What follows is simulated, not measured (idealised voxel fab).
Process module name: voxel ribs on slabs
The figure presents cross-section cut, which has a width of 260 nm and is divided into square cells with an edge length of 5 nm.
This document writes a cross-section as a grid whose cells are square, and gives it as bands, listed from the top down; one or more rows of cells form a band.
For a band, the entry starts with two heights in nm, that of the top and then that of the bottom, and carries on with the band's materials in order from left to right, each alongside its width in nm; the word "throughout" beside a single material means it fills the band edge to edge, and "air" means empty space.
Height datum 0, below which the as-received substrate wafer is one material. Lowest band open at the bottom, running downward: "0 -> down".
The two numbers in a width such as "30 to 40" mark its ends across the band: the first belongs to the top row of cells, the second to the bottom row, and from each row to the next the width moves by the same amount.
Where the words "changes: none" appear for a step, the cross-section shows no cell changed by that step; every cell remained as before.
Heads up: "Voids, enclosed" only lists the empty pockets with no open path to the top that are 8 cells or more, and it writes them as width x height at distance, distance from the left edge, in nm.
Whatever follows a step's settings on its line is a remark the simulator itself makes about that step.
Each step line may optionally specify "overlay nm", which for a step with a mask gives the rightward distance between the mask's planned place and where it lay, a negative value indicating the leftward direction.

Process steps foreseen in the plan
1) op RECEIVE | material Si
2) op DIRECTIONAL_DEP | material SiO2 | thk nm 20
3) op DIRECTIONAL_DEP | material polySi | thk nm 25
4) op MASKED_ETCH | tone cover | mask id RIB | width nm 15 | etch materials polySi | depth nm 20 | overlay nm 0
5) op PATTERN | tone cover | mask id SLAB | material resist | width nm 75 | thk nm 20 | overlay nm 0
6) op DIRECTIONAL_ETCH | etch materials polySi | depth nm 5
7) op STRIP | etch materials resist
8) op FILL_DEP | material SiO2 | thk nm 25
9) op CMP | height nm 65
10) op DIRECTIONAL_DEP | material W | thk nm 5
11) op MASKED_ETCH | tone cover | mask id HEATER | width nm 25 | etch materials W | depth nm 5 | overlay nm 0
12) op CONFORMAL_DEP | material SiN | thk nm 5

Cross-section of the wafer upon arrival, representing the state reached after step 1
    0 -> down = Si throughout
    Voids, enclosed: none

Looking at the first of two wafers in cross-section at end of module - ran to plan
    75 -> 70 = air: 110  SiN: 35  air: 115
    70 -> 65 = SiN: 115  W: 25  SiN: 120
    65 -> 45 = SiO2 throughout
    45 -> 25 = SiO2: 120  polySi: 15  SiO2: 125
    25 -> 20 = SiO2: 90  polySi: 75  SiO2: 95
    20 -> 0 = SiO2 throughout
    0 -> down = Si throughout
    Voids, enclosed: none

Cross-section of the latter of the two wafers at module completion. It had an identical start and an identical plan to the former; in running it, one mistake was made
    75 -> 70 = air: 110  SiN: 35  air: 115
    70 -> 65 = SiN: 115  W: 25  SiN: 120
    65 -> 45 = SiO2 throughout
    45 -> 25 = SiO2: 120  polySi: 15  SiO2: 125
    25 -> 20 = SiO2: 90  polySi: 80  SiO2: 90
    20 -> 0 = SiO2 throughout
    0 -> down = Si throughout
    Voids, enclosed: none
Finding, execution versus plan: step 5, actual vs plan mismatch, actual run op PATTERN | tone cover | mask id SLAB | material resist | width nm 80 | thk nm 20 | overlay nm 0
Upon completion, the second wafer contains, in terms of cells, a greater or smaller amount of certain materials than the first wafer: SiO2 -1 | polySi +1
